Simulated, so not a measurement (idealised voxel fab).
process module | voxel gate over fins
cross-section cut | 195 nm wide | cells 5 nm
A cross-section is a grid of square cells, given in bands from the top down. A band is one or more rows of cells.
Each band's line starts with the height of the band's top and of its bottom, in nm. Then come its materials from left to right, each with its width in nm. One material with "throughout" fills the band from edge to edge. "air" is empty space.
Height 0 is the level under which the wafer as received is all one material. The lowest band goes on downwards, as in "0 down".
A width such as "30 to 40" changes by the same amount from each row of cells to the next, from the band's top row to its bottom row.
"no change" after a step means that no cell of the cross-section changed.
closed voids: empty space of 8 cells or more with no open way to the top, each as width x height at its distance from the left edge, in nm
after a step's settings: what the simulator itself notes on the step
overlay nm, on a step with a mask: how far to the right of its planned place the mask lay; to the left if negative
plan
1 op RECEIVE | material Si
2 op CONFORMAL_DEP | material SiN | thk nm 5
3 op DIRECTIONAL_DEP | material aC | thk nm 15
4 op PATTERN | tone cover | mask id FINS | material resist | width nm 15 | pitch nm 50 | thk nm 35 | overlay nm 0
5 op DIRECTIONAL_ETCH | etch materials aC | depth nm 15
6 op STRIP | etch materials resist
7 op DIRECTIONAL_ETCH | etch materials SiN | depth nm 5
8 op DIRECTIONAL_ETCH | etch materials Si | depth nm 40
9 op STRIP | etch materials aC
10 op FILL_DEP | material SiO2 | thk nm 15
11 op CMP | height nm 5
12 op DIRECTIONAL_DEP | material aC | thk nm 15
13 op PATTERN | tone open | mask id RAIL | material resist | width nm 15 | thk nm 30 | overlay nm 0
14 op DIRECTIONAL_ETCH | etch materials aC | depth nm 15
15 op STRIP | etch materials resist
16 op DIRECTIONAL_ETCH | etch materials SiO2 | depth nm 40
17 op STRIP | etch materials aC
18 op CONFORMAL_DEP | material TiN | thk nm 5
19 op FILL_DEP | material W | thk nm 5
20 op CMP | height nm 5
21 op SELECTIVE_ETCH | etch materials W Ru TiN | depth nm 25
22 op FILL_DEP | material SiO2 | thk nm 5
23 op CMP | height nm 5
24 op SELECTIVE_ETCH | etch materials SiO2 | depth nm 15
25 op STRIP | etch materials SiN
26 op CONFORMAL_DEP | material HfO2 | thk nm 5
27 op CONFORMAL_DEP | material TiN | thk nm 5
28 op CONFORMAL_DEP | material TiAl | thk nm 5
29 op CONFORMAL_DEP | material TiN | thk nm 5
30 op FILL_DEP | material W | thk nm 10
31 op CMP | height nm 25
32 op CONFORMAL_DEP | material SiN | thk nm 10
varied across the wafers: width nm of step 13. The plan shows the first wafer's value. All wafers start alike
first wafer as received, after step 1
  0 down: Si throughout
  closed voids: none
each wafer at the end: cells of each material gained (+) or lost (-) since it was received, then its closed voids
width nm 15 | +47 HfO2 | -264 Si | +78 SiN | +189 SiO2 | +47 TiAl | +99 TiN | +77 W | closed voids: none
width nm 20 | +47 HfO2 | -264 Si | +78 SiN | +186 SiO2 | +47 TiAl | +100 TiN | +79 W | closed voids: none
width nm 25 | +47 HfO2 | -264 Si | +78 SiN | +183 SiO2 | +47 TiAl | +101 TiN | +81 W | closed voids: none
width nm 30 | +47 HfO2 | -264 Si | +78 SiN | +180 SiO2 | +47 TiAl | +102 TiN | +83 W | closed voids: none
